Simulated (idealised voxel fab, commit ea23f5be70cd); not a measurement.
A process module follows: voxel gate over fins.
This is section cut - it's 240 nm across, gridded in 5 nm square cells.
We lay out every cross-section as a grid of square cells and spell it out in bands from the top down, where one band means one or more rows of cells.
Top height, bottom height, nm. Materials left to right, width each, nm. Single material + "everywhere" = fills band edge to edge. "empty" = empty.
The reference from which all heights are counted is 0, the level beneath which the as-received wafer is entirely one material; the lowest band, having no lower bound, proceeds downward and is written after the example "top 0, no bottom".
Top row gets the first number, bottom row gets the second, and each row in between changes by the same step: that is how a band width like "30 to 40" works.
"no change occurred" (step): cross-section cells unchanged, all of them.
"Enclosed internal cavities" - sealed voids, min. 8 cells, no opening to top; format: width x height at distance (distance from left edge; nm throughout).
Where a step's line continues beyond its settings, the continuation is a remark by the simulator itself on that step.
overlay nm: right-of-plan distance of the mask on a masked step; negative values mean left-of-plan.

The process steps that were planned are listed below:
| 1 | RECEIVE, material Si |
| 2 | CONFORMAL_DEP, material SiN, thk nm 5 |
| 3 | DIRECTIONAL_DEP, material aC, thk nm 10 |
| 4 | PATTERN, tone cover, mask id FINS, material resist, width nm 15, pitch nm 35, thk nm 30, overlay nm 0 |
| 5 | DIRECTIONAL_ETCH, etch materials aC, depth nm 10 |
| 6 | STRIP, etch materials resist |
| 7 | DIRECTIONAL_ETCH, etch materials SiN, depth nm 5 |
| 8 | DIRECTIONAL_ETCH, etch materials Si, depth nm 35 |
| 9 | STRIP, etch materials aC |
| 10 | FILL_DEP, material SiO2, thk nm 10 |
| 11 | CMP, height nm 5 |
| 12 | SELECTIVE_ETCH, etch materials SiO2, depth nm 20 |
| 13 | STRIP, etch materials SiN |
| 14 | CONFORMAL_DEP, material HfO2, thk nm 5 |
| 15 | CONFORMAL_DEP, material TiN, thk nm 5 |
| 16 | FILL_DEP, material W, thk nm 10 |
| 17 | CMP, height nm 15 |
| 18 | CONFORMAL_DEP, material SiCN, thk nm 5 |

Wafer as received: cross-section following step 1:
  top 0, no bottom  Si everywhere
  Enclosed internal cavities: none

First wafer at the end, as planned:
  top 20, bottom 15  SiCN everywhere
  top 15, bottom 10  W everywhere
  top 10, bottom 5  W=50, TiN=140, W=50
  top 5, bottom 0  W=50, TiN=5, HfO2=25, TiN=10, HfO2=25, TiN=10, HfO2=25, TiN=10, HfO2=25, TiN=5, W=50
  top 0, bottom -5  W=50, TiN=5, HfO2=5, Si=15, HfO2=5, TiN=10, HfO2=5, Si=15, HfO2=5, TiN=10, HfO2=5, Si=15, HfO2=5, TiN=10, HfO2=5, Si=15, HfO2=5, TiN=5, W=50
  top -5, bottom -10  TiN=55, HfO2=5, Si=15, HfO2=5, TiN=10, HfO2=5, Si=15, HfO2=5, TiN=10, HfO2=5, Si=15, HfO2=5, TiN=10, HfO2=5, Si=15, HfO2=5, TiN=55
  top -10, bottom -15  HfO2=60, Si=15, HfO2=20, Si=15, HfO2=20, Si=15, HfO2=20, Si=15, HfO2=60
  top -15, bottom -35  SiO2=60, Si=15, SiO2=20, Si=15, SiO2=20, Si=15, SiO2=20, Si=15, SiO2=60
  top -35, no bottom  Si everywhere
  Enclosed internal cavities: none

Cross-section of the latter of the two wafers at module completion. It had an identical start and an identical plan to the former; in running it, one mistake was made:
  top 20, bottom 15  SiCN everywhere
  top 15, bottom 10  W everywhere
  top 10, bottom 5  W=50, TiN=140, W=50
  top 5, bottom 0  W=50, TiN=5, HfO2=25, TiN=10, HfO2=25, TiN=10, HfO2=25, TiN=10, HfO2=25, TiN=5, W=50
  top 0, bottom -5  W=50, TiN=5, HfO2=5, Si=15, HfO2=5, TiN=10, HfO2=5, Si=15, HfO2=5, TiN=10, HfO2=5, Si=15, HfO2=5, TiN=10, HfO2=5, Si=15, HfO2=5, TiN=5, W=50
  top -5, bottom -10  TiN=55, HfO2=5, Si=15, HfO2=5, TiN=10, HfO2=5, Si=15, HfO2=5, TiN=10, HfO2=5, Si=15, HfO2=5, TiN=10, HfO2=5, Si=15, HfO2=5, TiN=55
  top -10, bottom -15  HfO2=60, Si=15, HfO2=20, Si=15, HfO2=20, Si=15, HfO2=20, Si=15, HfO2=60
  top -15, bottom -70  SiO2=60, Si=15, SiO2=20, Si=15, SiO2=20, Si=15, SiO2=20, Si=15, SiO2=60
  top -70, no bottom  Si everywhere
  Enclosed internal cavities: none
So what did we get wrong on this run? plan step 8 ran twice
Final cells, second wafer relative to first, materials higher or lower: Si -252 | SiO2 +252
